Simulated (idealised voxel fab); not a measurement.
voxel tone inversion: a process module
We display cut, a cross-section 235 nm in width whose square cells are each 5 nm.
The cross-sections in this document take the form of a grid made of square cells. They are written out as bands, in order from top to bottom. Each band consists of one or more rows of cells.
The entry gives the band's vertical extent as a top height and a bottom height in nm, then its horizontal make-up as materials from left to right, each with a width in nm. "air" stands for empty space; a single material marked "everywhere" fills the band edge to edge.
Heights are reckoned from 0. Under this level, the received wafer is all of one material. The bottommost band is open-ended downward, for example "0 -> down".
You'd read "30..40" like this: the band's top row of cells is as wide as the first number, its bottom row is as wide as the second, and going down, every row changes width by the same amount as the row before did.
You'll sometimes find "stayed the same" written for a step, and that's the way of saying that nowhere in the cross-section did a cell change during that step.
So "Enclosed void inventory" is basically the list of trapped voids: any empty space of 8 cells or more that can't reach the top through an opening. They're written width x height at distance, the distance being from the left edge, and it's all nm.
That trailing text on a step's line, after the settings, is the simulator's own remark on the step.
overlay nm: where the mask lay relative to plan, measured to the right, on steps with a mask; negatives go left.

**The steps planned for the process are as follows**
1. RECEIVE [material Si]
2. CONFORMAL_DEP [material SiCN] [thk nm 5]
3. DIRECTIONAL_DEP [material aC] [thk nm 20]
4. PATTERN [tone cover] [mask id POSTS] [material resist] [width nm 20] [pitch nm 40] [thk nm 30] [overlay nm -15]
5. DIRECTIONAL_ETCH [etch materials aC] [depth nm 20]
6. STRIP [etch materials resist]
7. FILL_DEP [material SiO2] [thk nm 10]
8. CMP [height nm 25]
9. STRIP [etch materials aC]
10. CONFORMAL_DEP [material TiN] [thk nm 5]
11. FILL_DEP [material Ru] [thk nm 10]
12. CMP [height nm 25]
13. CONFORMAL_DEP [material SiCN] [thk nm 5]
The wafers are alike at the start. At step 4, their overlay nm differs. The plan lists the first wafer's value.

**First wafer of several, as received: cross-section after step 1**
  0 -> down | Si everywhere
  Enclosed void inventory: none

**End-of-module cross-section, first of several wafers, after last step 13**
  30 -> 25 | SiCN everywhere
  25 -> 10 | SiO2 70 | TiN 5 | Ru 10 | TiN 5 | SiO2 20 | TiN 5 | Ru 10 | TiN 5 | SiO2 105
  10 -> 5 | SiO2 70 | TiN 20 | SiO2 20 | TiN 20 | SiO2 105
  5 -> 0 | SiCN everywhere
  0 -> down | Si everywhere
  Enclosed void inventory: none

**The last wafer as seen in cross-section at the end of the module**
  30 -> 25 | SiCN everywhere
  25 -> 10 | SiO2 100 | TiN 5 | Ru 10 | TiN 5 | SiO2 20 | TiN 5 | Ru 10 | TiN 5 | SiO2 75
  10 -> 5 | SiO2 100 | TiN 20 | SiO2 20 | TiN 20 | SiO2 75
  5 -> 0 | SiCN everywhere
  0 -> down | Si everywhere
  Enclosed void inventory: none

**Rows = wafers. At module end, each row lists per material the cells gained (+) or lost (-) since the wafer was received, then the closed voids**
overlay nm -15 | +12 Ru | +94 SiCN | +156 SiO2 | +20 TiN | Enclosed void inventory: none
overlay nm -10 | +12 Ru | +94 SiCN | +156 SiO2 | +20 TiN | Enclosed void inventory: none
overlay nm -5 | +12 Ru | +94 SiCN | +156 SiO2 | +20 TiN | Enclosed void inventory: none
overlay nm 0 | +12 Ru | +94 SiCN | +156 SiO2 | +20 TiN | Enclosed void inventory: none
overlay nm 5 | +12 Ru | +94 SiCN | +156 SiO2 | +20 TiN | Enclosed void inventory: none
overlay nm 10 | +12 Ru | +94 SiCN | +156 SiO2 | +20 TiN | Enclosed void inventory: none
overlay nm 15 | +12 Ru | +94 SiCN | +156 SiO2 | +20 TiN | Enclosed void inventory: none
